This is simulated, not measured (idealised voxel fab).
process module | voxel transistor to metal
cross-section cut | 175 nm wide | cells 5 nm
A cross-section is a grid of square cells, given in bands from the top down. A band is one or more rows of cells.
Each band's line starts with the height of the band's top and of its bottom, in nm. Then come its materials from left to right, each with its width in nm. One material with "throughout" fills the band from edge to edge. "air" is empty space.
Height 0 is the level under which the wafer as received is all one material. The lowest band goes on downwards, as in "0 down".
A width such as "30 to 40" changes by the same amount from each row of cells to the next, from the band's top row to its bottom row.
"no change" after a step means that no cell of the cross-section changed.
closed voids: empty space of 8 cells or more with no open way to the top, each as width x height at its distance from the left edge, in nm
after a step's settings: what the simulator itself notes on the step
overlay nm, on a step with a mask: how far to the right of its planned place the mask lay; to the left if negative
plan
1 op RECEIVE | material Si
2 op OXIDIZE | depth nm 5
3 op CONFORMAL_DEP | material SiN | thk nm 15
4 op PATTERN | tone cover | mask id ACTIVE | material resist | width nm 135 | thk nm 20 | overlay nm 0
5 op DIRECTIONAL_ETCH | etch materials SiN | depth nm 15
6 op DIRECTIONAL_ETCH | etch materials SiO2 | depth nm 5
7 op DIRECTIONAL_ETCH | etch materials Si | depth nm 25
8 op STRIP | etch materials resist
9 op FILL_DEP | material SiO2 | thk nm 15
10 op CMP | height nm 15
11 op SELECTIVE_ETCH | etch materials SiO2 | depth nm 10
12 op STRIP | etch materials SiN
13 op SELECTIVE_ETCH | etch materials SiO2 | depth nm 5
14 op OXIDIZE | depth nm 5
15 op DIRECTIONAL_DEP | material polySi | thk nm 30
16 op DIRECTIONAL_DEP | material SiCN | thk nm 15
17 op PATTERN | tone cover | mask id GATE | material resist | width nm 35 | thk nm 20 | overlay nm 0
18 op DIRECTIONAL_ETCH | etch materials SiCN | depth nm 25
19 op DIRECTIONAL_ETCH | etch materials polySi | depth nm 40
20 op STRIP | etch materials resist
21 op CONFORMAL_DEP | material SiO2 | thk nm 5
22 op DIRECTIONAL_ETCH | etch materials SiO2 | depth nm 5
23 op CONFORMAL_DEP | material SiN | thk nm 10
24 op DIRECTIONAL_ETCH | etch materials SiN | depth nm 10
25 op DIRECTIONAL_ETCH | etch materials SiO2 | depth nm 5
26 op DIRECTIONAL_ETCH | etch materials Si | depth nm 15
27 op EPI | material nSi | thk nm 15
28 op FILL_DEP | material SiO2 | thk nm 5
29 op CMP | height nm 25
30 op STRIP | etch materials polySi
31 op SELECTIVE_ETCH | etch materials SiO2 | depth nm 5
32 op CONFORMAL_DEP | material HfO2 | thk nm 5
33 op CONFORMAL_DEP | material TiN | thk nm 5
34 op FILL_DEP | material W | thk nm 5
35 op CMP | height nm 20
36 op DIRECTIONAL_DEP | material SiO2 | thk nm 10
37 op MASKED_ETCH | tone open | mask id CONTACT | width nm 20 | pitch nm 95 | etch materials SiO2 | depth nm 25 | overlay nm 0
38 op CONFORMAL_DEP | material TiN | thk nm 5
39 op FILL_DEP | material W | thk nm 10
40 op CMP | height nm 30
41 op DIRECTIONAL_DEP | material TiN | thk nm 5
42 op DIRECTIONAL_DEP | material W | thk nm 15
43 op DIRECTIONAL_DEP | material aC | thk nm 10
44 op PATTERN | tone cover | mask id METAL_1 | material resist | width nm 20 | pitch nm 95 | thk nm 30 | overlay nm 0
45 op DIRECTIONAL_ETCH | etch materials aC | depth nm 10
46 op STRIP | etch materials resist
47 op DIRECTIONAL_ETCH | etch materials W | depth nm 15
48 op DIRECTIONAL_ETCH | etch materials TiN | depth nm 5
49 op STRIP | etch materials aC
50 op CONFORMAL_DEP | material SiCN | thk nm 5
51 op FILL_DEP | material lowk | thk nm 10
52 op CMP | height nm 50
53 op CONFORMAL_DEP | material SiCN | thk nm 5
as received, after step 1
  0 down: Si throughout
  closed voids: none
first wafer at the end, as planned
  55 to 50: SiCN throughout
  50 to 35: lowk 25 | SiCN 5 | W 20 | SiCN 5 | lowk 65 | SiCN 5 | W 20 | SiCN 5 | lowk 25
  35 to 30: SiCN 30 | TiN 20 | SiCN 75 | TiN 20 | SiCN 30
  30 to 20: SiO2 30 | TiN 5 | W 10 | TiN 5 | SiO2 75 | TiN 5 | W 10 | TiN 5 | SiO2 30
  20 to 10: SiO2 30 | TiN 5 | W 10 | TiN 5 | SiO2 5 | SiN 10 | HfO2 5 | TiN 5 | W 25 | TiN 5 | HfO2 5 | SiN 10 | SiO2 5 | TiN 5 | W 10 | TiN 5 | SiO2 30
  10 to 5: SiO2 30 | TiN 20 | SiO2 5 | SiN 10 | HfO2 5 | TiN 5 | W 25 | TiN 5 | HfO2 5 | SiN 10 | SiO2 5 | TiN 20 | SiO2 30
  5 to 0: SiO2 25 | nSi 30 | SiN 10 | HfO2 5 | TiN 5 | W 25 | TiN 5 | HfO2 5 | SiN 10 | nSi 30 | SiO2 25
  0 to -5: SiO2 20 | SiN 10 | nSi 25 | SiN 10 | HfO2 5 | TiN 35 | HfO2 5 | SiN 10 | nSi 25 | SiN 10 | SiO2 20
  -5 to -10: SiO2 30 | nSi 25 | SiO2 10 | HfO2 45 | SiO2 10 | nSi 25 | SiO2 30
  -10 to -25: SiO2 20 | Si 10 | nSi 25 | Si 65 | nSi 25 | Si 10 | SiO2 20
  -25 to -30: SiO2 20 | Si 135 | SiO2 20
  -30 down: Si throughout
  closed voids: none
second wafer at the end: like start, like plan, one mistake
  55 to 50: SiCN throughout
  50 to 35: lowk 25 | SiCN 5 | W 20 | SiCN 5 | lowk 65 | SiCN 5 | W 20 | SiCN 5 | lowk 25
  35 to 30: SiCN 30 | TiN 20 | SiCN 75 | TiN 20 | SiCN 30
  30 to 20: SiO2 30 | TiN 5 | W 10 | TiN 5 | SiO2 75 | TiN 5 | W 10 | TiN 5 | SiO2 30
  20 to 15: SiO2 30 | TiN 20 | SiO2 5 | SiN 10 | HfO2 45 | SiN 10 | SiO2 5 | TiN 20 | SiO2 30
  15 to 0: SiO2 20 | SiN 135 | SiO2 20
  0 to -5: SiO2 throughout
  -5 to -30: SiO2 20 | Si 135 | SiO2 20
  -30 down: Si throughout
  closed voids: none
what went wrong: step 10 was left out
at the end the second wafer has, in cells: 10 fewer of HfO2 | 57 more of Si | 61 more of SiN | 5 more of SiO2 | 23 fewer of TiN | 28 fewer of W | 62 fewer of nSi
